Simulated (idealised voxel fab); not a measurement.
Proc. module: voxel self aligned vias
185 nm wide, 5 nm square cells: that's cross-section cut.
For the purposes of this document, a cross-section shall be understood as a grid of square cells, specified as bands listed in top-to-bottom order, each band consisting of one or more rows of cells.
Look at the band entry: it leads with the top's height and the bottom's height in nm. Then it lists the materials left to right, with a width in nm for each. The word "throughout" on a single material says that material fills the band edge to edge. The word "blank" is empty space.
Beneath 0, the wafer as received is one material, and that level is where height counting begins. The lowest band goes on downward without a bottom; it is written like "z 0 and below".
It should be noted that a width expressed as "30..40" varies in equal increments from row to row of cells within the band, taking the value of the first number at the top row and that of the second number at the bottom row.
Given "remained unchanged" for a step, no cell of the cross-section differs between before and after that step.
"Trapped void list" contains a list of empty spaces, each no smaller than 8 cells and without an open way to the top, written in the form width x height at distance with the distance from the left edge and all three in nm.
Past the settings on a step's line: simulator remark, on that step.
A step line may carry the setting "overlay nm", which, for steps involving a mask, states the distance by which the mask lay to the right of its intended position; negative values denote displacement to the left.
[List of planned process steps]
| 1 | op RECEIVE | material Si |
| 2 | op CONFORMAL_DEP | material SiO2 | thk nm 15 |
| 3 | op CONFORMAL_DEP | material SiCN | thk nm 5 |
| 4 | op DIRECTIONAL_DEP | material lowk | thk nm 30 |
| 5 | op PATTERN | tone open | mask id LINES | material resist | width nm 20 | pitch nm 60 | thk nm 15 | overlay nm 0 |
| 6 | op DIRECTIONAL_ETCH | etch materials lowk | depth nm 30 |
| 7 | op STRIP | etch materials resist |
| 8 | op CONFORMAL_DEP | material TiN | thk nm 5 |
| 9 | op FILL_DEP | material Ru | thk nm 10 |
| 10 | op CMP | height nm 50 |
| 11 | op SELECTIVE_ETCH | etch materials W Ru TiN | depth nm 10 |
| 12 | op FILL_DEP | material SiN | thk nm 10 |
| 13 | op CMP | height nm 50 |
| 14 | op DIRECTIONAL_DEP | material lowk | thk nm 15 |
| 15 | op PATTERN | tone open | mask id VIAS | material resist | width nm 30 | pitch nm 60 | thk nm 20 | overlay nm 0 |
| 16 | op DIRECTIONAL_ETCH | etch materials lowk | depth nm 15 |
| 17 | op DIRECTIONAL_ETCH | etch materials SiN | depth nm 10 |
| 18 | op STRIP | etch materials resist |
| 19 | op CONFORMAL_DEP | material TiN | thk nm 5 |
| 20 | op FILL_DEP | material Ru | thk nm 5 |
| 21 | op CMP | height nm 65 |
| 22 | op CONFORMAL_DEP | material SiN | thk nm 5 |
[First of two wafers, with the run carried out as planned]
[as received, after step 1]
	z 0 and below  Si throughout
	Trapped void list: none
[Cross-section through the wafer, step 2 finished]
	z 15 to 0  SiO2 throughout
	For the remainder of the cross-section, below 0, there is no change.
[Cross-section through the wafer, step 3 finished]
	z 20 to 15  SiCN throughout
	For the remainder of the cross-section, below 15, there is no change.
[Cross-section through the wafer, step 4 finished]
	z 50 to 20  lowk throughout
	For the remainder of the cross-section, below 20, there is no change.
[Cross-section through the wafer, step 5 finished]
	z 65 to 50  resist: 20  blank: 20  resist: 40  blank: 20  resist: 40  blank: 20  resist: 25
	For the remainder of the cross-section, below 50, there is no change.
[Cross-section through the wafer, step 6 finished]
	z 65 to 50  resist: 20  blank: 20  resist: 40  blank: 20  resist: 40  blank: 20  resist: 25
	z 50 to 20  lowk: 20  blank: 20  lowk: 40  blank: 20  lowk: 40  blank: 20  lowk: 25
	For the remainder of the cross-section, below 20, there is no change.
[Cross-section through the wafer, step 7 finished]
	z 50 to 20  lowk: 20  blank: 20  lowk: 40  blank: 20  lowk: 40  blank: 20  lowk: 25
	For the remainder of the cross-section, below 20, there is no change.
[Cross-section through the wafer, step 8 finished]
	z 55 to 50  TiN: 25  blank: 10  TiN: 50  blank: 10  TiN: 50  blank: 10  TiN: 30
	z 50 to 25  lowk: 20  TiN: 5  blank: 10  TiN: 5  lowk: 40  TiN: 5  blank: 10  TiN: 5  lowk: 40  TiN: 5  blank: 10  TiN: 5  lowk: 25
	z 25 to 20  lowk: 20  TiN: 20  lowk: 40  TiN: 20  lowk: 40  TiN: 20  lowk: 25
	For the remainder of the cross-section, below 20, there is no change.
[Cross-section through the wafer, step 9 finished]
	z 65 to 55  Ru throughout
	z 55 to 50  TiN: 25  Ru: 10  TiN: 50  Ru: 10  TiN: 50  Ru: 10  TiN: 30
	z 50 to 25  lowk: 20  TiN: 5  Ru: 10  TiN: 5  lowk: 40  TiN: 5  Ru: 10  TiN: 5  lowk: 40  TiN: 5  Ru: 10  TiN: 5  lowk: 25
	For the remainder of the cross-section, below 25, there is no change.
[Cross-section through the wafer, step 10 finished]
	z 50 to 25  lowk: 20  TiN: 5  Ru: 10  TiN: 5  lowk: 40  TiN: 5  Ru: 10  TiN: 5  lowk: 40  TiN: 5  Ru: 10  TiN: 5  lowk: 25
	For the remainder of the cross-section, below 25, there is no change.
[Cross-section through the wafer, step 11 finished]
	z 50 to 40  lowk: 20  blank: 20  lowk: 40  blank: 20  lowk: 40  blank: 20  lowk: 25
	For the remainder of the cross-section, below 40, there is no change.
[Cross-section through the wafer, step 12 finished]
	z 60 to 50  SiN throughout
	z 50 to 40  lowk: 20  SiN: 20  lowk: 40  SiN: 20  lowk: 40  SiN: 20  lowk: 25
	For the remainder of the cross-section, below 40, there is no change.
[Cross-section through the wafer, step 13 finished]
	z 50 to 40  lowk: 20  SiN: 20  lowk: 40  SiN: 20  lowk: 40  SiN: 20  lowk: 25
	For the remainder of the cross-section, below 40, there is no change.
[Cross-section through the wafer, step 14 finished]
	z 65 to 50  lowk throughout
	For the remainder of the cross-section, below 50, there is no change.
[Cross-section through the wafer, step 15 finished]
	z 85 to 65  resist: 15  blank: 30  resist: 30  blank: 30  resist: 30  blank: 30  resist: 20
	For the remainder of the cross-section, below 65, there is no change.
[Cross-section through the wafer, step 16 finished]
	z 85 to 65  resist: 15  blank: 30  resist: 30  blank: 30  resist: 30  blank: 30  resist: 20
	z 65 to 50  lowk: 15  blank: 30  lowk: 30  blank: 30  lowk: 30  blank: 30  lowk: 20
	For the remainder of the cross-section, below 50, there is no change.
[Cross-section through the wafer, step 17 finished]
	z 85 to 65  resist: 15  blank: 30  resist: 30  blank: 30  resist: 30  blank: 30  resist: 20
	z 65 to 50  lowk: 15  blank: 30  lowk: 30  blank: 30  lowk: 30  blank: 30  lowk: 20
	z 50 to 40  lowk: 20  blank: 20  lowk: 40  blank: 20  lowk: 40  blank: 20  lowk: 25
	For the remainder of the cross-section, below 40, there is no change.
[Cross-section through the wafer, step 18 finished]
	z 65 to 50  lowk: 15  blank: 30  lowk: 30  blank: 30  lowk: 30  blank: 30  lowk: 20
	For the remainder of the cross-section, below 50, there is no change.
[Cross-section through the wafer, step 19 finished]
	z 70 to 65  TiN: 20  blank: 20  TiN: 40  blank: 20  TiN: 40  blank: 20  TiN: 25
	z 65 to 55  lowk: 15  TiN: 5  blank: 20  TiN: 5  lowk: 30  TiN: 5  blank: 20  TiN: 5  lowk: 30  TiN: 5  blank: 20  TiN: 5  lowk: 20
	z 55 to 45  lowk: 15..20  TiN: 10..5  blank: 10  TiN: 10..5  lowk: 30..40  TiN: 10..5  blank: 10  TiN: 10..5  lowk: 30..40  TiN: 10..5  blank: 10  TiN: 10..5  lowk: 20..25
	z 45 to 40  lowk: 20  TiN: 20  lowk: 40  TiN: 20  lowk: 40  TiN: 20  lowk: 25
	For the remainder of the cross-section, below 40, there is no change.
[Cross-section through the wafer, step 20 finished]
	z 75 to 70  Ru throughout
	z 70 to 65  TiN: 20  Ru: 20  TiN: 40  Ru: 20  TiN: 40  Ru: 20  TiN: 25
	z 65 to 55  lowk: 15  TiN: 5  Ru: 20  TiN: 5  lowk: 30  TiN: 5  Ru: 20  TiN: 5  lowk: 30  TiN: 5  Ru: 20  TiN: 5  lowk: 20
	z 55 to 45  lowk: 15..20  TiN: 10..5  Ru: 10  TiN: 10..5  lowk: 30..40  TiN: 10..5  Ru: 10  TiN: 10..5  lowk: 30..40  TiN: 10..5  Ru: 10  TiN: 10..5  lowk: 20..25
	For the remainder of the cross-section, below 45, there is no change.
[Cross-section through the wafer, step 21 finished]
	z 65 to 55  lowk: 15  TiN: 5  Ru: 20  TiN: 5  lowk: 30  TiN: 5  Ru: 20  TiN: 5  lowk: 30  TiN: 5  Ru: 20  TiN: 5  lowk: 20
	For the remainder of the cross-section, below 55, there is no change.
[Cross-section through the wafer, step 22 finished]
	z 70 to 65  SiN throughout
	For the remainder of the cross-section, below 65, there is no change.
[Wafer two of the pair: same origin, same plan, one error during the run; identical to wafer one up to and including step 4]
[Second wafer at the planned finish of step 5, seen in cross-section]
	z 65 to 50  resist: 25  blank: 15  resist: 45  blank: 15  resist: 45  blank: 15  resist: 25
	For the remainder of the cross-section, below 50, there is no change.
[Second wafer at the planned finish of step 6, seen in cross-section]
	z 65 to 50  resist: 25  blank: 15  resist: 45  blank: 15  resist: 45  blank: 15  resist: 25
	z 50 to 20  lowk: 25  blank: 15  lowk: 45  blank: 15  lowk: 45  blank: 15  lowk: 25
	For the remainder of the cross-section, below 20, there is no change.
[Second wafer at the planned finish of step 7, seen in cross-section]
	z 50 to 20  lowk: 25  blank: 15  lowk: 45  blank: 15  lowk: 45  blank: 15  lowk: 25
	For the remainder of the cross-section, below 20, there is no change.
[Second wafer at the planned finish of step 8, seen in cross-section]
	z 55 to 50  TiN: 30  blank: 5  TiN: 55  blank: 5  TiN: 55  blank: 5  TiN: 30
	z 50 to 25  lowk: 25  TiN: 5  blank: 5  TiN: 5  lowk: 45  TiN: 5  blank: 5  TiN: 5  lowk: 45  TiN: 5  blank: 5  TiN: 5  lowk: 25
	z 25 to 20  lowk: 25  TiN: 15  lowk: 45  TiN: 15  lowk: 45  TiN: 15  lowk: 25
	For the remainder of the cross-section, below 20, there is no change.
[Second wafer at the planned finish of step 9, seen in cross-section]
	z 65 to 55  Ru throughout
	z 55 to 50  TiN: 30  Ru: 5  TiN: 55  Ru: 5  TiN: 55  Ru: 5  TiN: 30
	z 50 to 25  lowk: 25  TiN: 5  Ru: 5  TiN: 5  lowk: 45  TiN: 5  Ru: 5  TiN: 5  lowk: 45  TiN: 5  Ru: 5  TiN: 5  lowk: 25
	For the remainder of the cross-section, below 25, there is no change.
[Second wafer at the planned finish of step 10, seen in cross-section]
	z 50 to 25  lowk: 25  TiN: 5  Ru: 5  TiN: 5  lowk: 45  TiN: 5  Ru: 5  TiN: 5  lowk: 45  TiN: 5  Ru: 5  TiN: 5  lowk: 25
	For the remainder of the cross-section, below 25, there is no change.
[Second wafer at the planned finish of step 11, seen in cross-section]
	z 50 to 40  lowk: 25  blank: 15  lowk: 45  blank: 15  lowk: 45  blank: 15  lowk: 25
	For the remainder of the cross-section, below 40, there is no change.
[Second wafer at the planned finish of step 12, seen in cross-section]
	z 60 to 50  SiN throughout
	z 50 to 40  lowk: 25  SiN: 15  lowk: 45  SiN: 15  lowk: 45  SiN: 15  lowk: 25
	For the remainder of the cross-section, below 40, there is no change.
[Second wafer at the planned finish of step 13, seen in cross-section]
	z 50 to 40  lowk: 25  SiN: 15  lowk: 45  SiN: 15  lowk: 45  SiN: 15  lowk: 25
	For the remainder of the cross-section, below 40, there is no change.
[Second wafer at the planned finish of step 14, seen in cross-section]
	z 65 to 50  lowk throughout
	For the remainder of the cross-section, below 50, there is no change.
[Second wafer at the planned finish of step 15, seen in cross-section]
	z 85 to 65  resist: 15  blank: 30  resist: 30  blank: 30  resist: 30  blank: 30  resist: 20
	For the remainder of the cross-section, below 65, there is no change.
[Second wafer at the planned finish of step 16, seen in cross-section]
	z 85 to 65  resist: 15  blank: 30  resist: 30  blank: 30  resist: 30  blank: 30  resist: 20
	z 65 to 50  lowk: 15  blank: 30  lowk: 30  blank: 30  lowk: 30  blank: 30  lowk: 20
	For the remainder of the cross-section, below 50, there is no change.
[Second wafer at the planned finish of step 17, seen in cross-section]
	z 85 to 65  resist: 15  blank: 30  resist: 30  blank: 30  resist: 30  blank: 30  resist: 20
	z 65 to 50  lowk: 15  blank: 30  lowk: 30  blank: 30  lowk: 30  blank: 30  lowk: 20
	z 50 to 40  lowk: 25  blank: 15  lowk: 45  blank: 15  lowk: 45  blank: 15  lowk: 25
	For the remainder of the cross-section, below 40, there is no change.
[Second wafer at the planned finish of step 18, seen in cross-section]
	z 65 to 50  lowk: 15  blank: 30  lowk: 30  blank: 30  lowk: 30  blank: 30  lowk: 20
	For the remainder of the cross-section, below 50, there is no change.
[Second wafer at the planned finish of step 19, seen in cross-section]
	z 70 to 65  TiN: 20  blank: 20  TiN: 40  blank: 20  TiN: 40  blank: 20  TiN: 25
	z 65 to 55  lowk: 15  TiN: 5  blank: 20  TiN: 5  lowk: 30  TiN: 5  blank: 20  TiN: 5  lowk: 30  TiN: 5  blank: 20  TiN: 5  lowk: 20
	z 55 to 45  lowk: 15..25  TiN: 15..5  blank: 5  TiN: 10..5  lowk: 30..45  TiN: 15..5  blank: 5  TiN: 10..5  lowk: 30..45  TiN: 15..5  blank: 5  TiN: 10..5  lowk: 20..25
	z 45 to 40  lowk: 25  TiN: 15  lowk: 45  TiN: 15  lowk: 45  TiN: 15  lowk: 25
	For the remainder of the cross-section, below 40, there is no change.
[Second wafer at the planned finish of step 20, seen in cross-section]
	z 75 to 70  Ru throughout
	z 70 to 65  TiN: 20  Ru: 20  TiN: 40  Ru: 20  TiN: 40  Ru: 20  TiN: 25
	z 65 to 55  lowk: 15  TiN: 5  Ru: 20  TiN: 5  lowk: 30  TiN: 5  Ru: 20  TiN: 5  lowk: 30  TiN: 5  Ru: 20  TiN: 5  lowk: 20
	z 55 to 45  lowk: 15..25  TiN: 15..5  Ru: 5  TiN: 10..5  lowk: 30..45  TiN: 15..5  Ru: 5  TiN: 10..5  lowk: 30..45  TiN: 15..5  Ru: 5  TiN: 10..5  lowk: 20..25
	For the remainder of the cross-section, below 45, there is no change.
[Second wafer at the planned finish of step 21, seen in cross-section]
	z 65 to 55  lowk: 15  TiN: 5  Ru: 20  TiN: 5  lowk: 30  TiN: 5  Ru: 20  TiN: 5  lowk: 30  TiN: 5  Ru: 20  TiN: 5  lowk: 20
	For the remainder of the cross-section, below 55, there is no change.
[Second wafer at the planned finish of step 22, seen in cross-section]
	z 70 to 65  SiN throughout
	For the remainder of the cross-section, below 65, there is no change.
Heads up, the wafer didn't run the way we planned it: step 5: run off-plan, actual operation and settings op PATTERN | tone open | mask id LINES | material resist | width nm 15 | pitch nm 60 | thk nm 15 | overlay nm 0
Once processing is complete, comparing cell counts shows that the second wafer has more or fewer of certain materials than the first: 15 fewer of Ru; 3 fewer of TiN; 18 more of lowk
